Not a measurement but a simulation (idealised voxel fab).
Proc. module: voxel self aligned vias
260 nm wide, 5 nm square cells: that's cross-section cut.
Each cross-section below is a grid of square cells, stated as bands in top-down order, with one or more rows of cells making up each band. It is stipulated that each band's entry specify, in nanometres, the height of the top of the band and then that of its bottom, followed by the materials of the band in left-to-right sequence, each together with its width in nanometres. A single material marked by the word "edge to edge" is understood to fill the band from edge to edge; the word "air" is understood to denote empty space. We count height from 0. Below that, the starting wafer is all one material. The lowest band never ends at the bottom but goes on down; see "from 0 down" for how that is written. So if you see something like "30->40" for the width, read it as the top row of the band sitting at the first number and the bottom row at the second, with every row in between moving by the same amount as the last. Any step labelled "everything unchanged" changed none of the cells in the cross-section. "Sealed void list": sealed empty spaces, 8 cells or more, no open way to top, listed width x height at distance, with distance from the left edge and width, height and distance in nm. That trailing text on a step's line, after the settings, is the simulator's own remark on the step. If you see "overlay nm" on a step's line and that step has a mask, it's telling you how far right of where it was planned the mask ended up; a negative number means it went left instead.
Steps planned for the process:
1. RECEIVE, material Si
2. CONFORMAL_DEP, material SiO2, thk nm 15
3. CONFORMAL_DEP, material SiCN, thk nm 5
4. DIRECTIONAL_DEP, material lowk, thk nm 25
5. DIRECTIONAL_DEP, material aC, thk nm 10
6. PATTERN, tone open, mask id LINES, material resist, width nm 30, pitch nm 65, thk nm 25, overlay nm 0
7. DIRECTIONAL_ETCH, etch materials aC, depth nm 10
8. STRIP, etch materials resist
9. DIRECTIONAL_ETCH, etch materials lowk, depth nm 25
10. STRIP, etch materials aC
11. CONFORMAL_DEP, material TiN, thk nm 5
12. FILL_DEP, material W, thk nm 5
13. CMP, height nm 45
14. SELECTIVE_ETCH, etch materials W Ru TiN, depth nm 10
15. FILL_DEP, material SiN, thk nm 10
16. CMP, height nm 45
17. DIRECTIONAL_DEP, material lowk, thk nm 15
18. PATTERN, tone open, mask id VIAS, material resist, width nm 50, pitch nm 65, thk nm 15, overlay nm 0
19. DIRECTIONAL_ETCH, etch materials lowk, depth nm 15
20. DIRECTIONAL_ETCH, etch materials SiN, depth nm 10
21. STRIP, etch materials resist
22. CONFORMAL_DEP, material TiN, thk nm 5
23. FILL_DEP, material Ru, thk nm 10
24. CMP, height nm 60
25. CONFORMAL_DEP, material SiCN, thk nm 5
Wafer as received: cross-section following step 1:
* from 0 down | Si edge to edge
* Sealed void list: none
Cross-section, end of module. Start: as above. Plan: as above. Execution: one mistake:
* from 65 to 60 | SiCN edge to edge
* from 60 to 50 | 70 nm lowk, 5 nm TiN, 40 nm Ru, 5 nm TiN, 15 nm lowk, 5 nm TiN, 40 nm Ru, 5 nm TiN, 75 nm lowk
* from 50 to 45 | 70 nm lowk, 50 nm TiN, 15 nm lowk, 50 nm TiN, 75 nm lowk
* from 45 to 40 | SiCN edge to edge
* from 40 to 15 | lowk edge to edge
* from 15 to 0 | SiO2 edge to edge
* from 0 down | Si edge to edge
* Sealed void list: none
Here's what went sideways: transposition of steps 3 and 4 relative to the planned sequence
